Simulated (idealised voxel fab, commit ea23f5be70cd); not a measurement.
process module | voxel spacer lines
cross-section cut | 220 nm wide | cells 5 nm
A cross-section is a grid of square cells, given in bands from the top down. A band is one or more rows of cells.
Each band's line starts with the height of the band's top and of its bottom, in nm. Then come its materials from left to right, each with its width in nm. One material with "throughout" fills the band from edge to edge. "air" is empty space.
Height 0 is the level under which the wafer as received is all one material. The lowest band goes on downwards, as in "0 down".
A width such as "30 to 40" changes by the same amount from each row of cells to the next, from the band's top row to its bottom row.
"no change" after a step means that no cell of the cross-section changed.
closed voids: empty space of 8 cells or more with no open way to the top, each as width x height at its distance from the left edge, in nm
after a step's settings: what the simulator itself notes on the step
overlay nm, on a step with a mask: how far to the right of its planned place the mask lay; to the left if negative
plan
1 op RECEIVE | material Si
2 op CONFORMAL_DEP | material Al2O3 | thk nm 5
3 op DIRECTIONAL_DEP | material polySi | thk nm 15
4 op DIRECTIONAL_DEP | material aC | thk nm 30
5 op PATTERN | tone cover | mask id MANDREL | material resist | width nm 25 | pitch nm 80 | thk nm 40 | overlay nm 0
6 op DIRECTIONAL_ETCH | etch materials aC | depth nm 30
7 op STRIP | etch materials resist
8 op CONFORMAL_DEP | material SiN | thk nm 15
9 op DIRECTIONAL_ETCH | etch materials SiN | depth nm 5
10 op STRIP | etch materials aC
11 op DIRECTIONAL_ETCH | etch materials polySi | depth nm 15
12 op STRIP | etch materials SiN
varied across the wafers: depth nm of step 9. The plan shows the first wafer's value. All wafers start alike
first wafer as received, after step 1
  0 down: Si throughout
  closed voids: none
first wafer at the end, after step 12
  50 to 20: air 15 | aC 25 | air 55 | aC 25 | air 55 | aC 25 | air 20
  20 to 5: polySi throughout
  5 to 0: Al2O3 throughout
  0 down: Si throughout
  closed voids: none
last wafer at the end
  20 to 5: polySi 15 | air 25 | polySi 15 | air 25 | polySi 15 | air 25 | polySi 15 | air 25 | polySi 15 | air 25 | polySi 15 | air 5
  5 to 0: Al2O3 throughout
  0 down: Si throughout
  closed voids: none
each wafer at the end: cells of each material gained (+) or lost (-) since it was received, then its closed voids
depth nm 5 | +44 Al2O3 | +90 aC | +132 polySi | closed voids: none
depth nm 10 | +44 Al2O3 | +90 aC | +132 polySi | closed voids: none
depth nm 15 | +44 Al2O3 | +54 polySi | closed voids: none
depth nm 20 | +44 Al2O3 | +54 polySi | closed voids: none
depth nm 25 | +44 Al2O3 | +54 polySi | closed voids: none
depth nm 30 | +44 Al2O3 | +54 polySi | closed voids: none
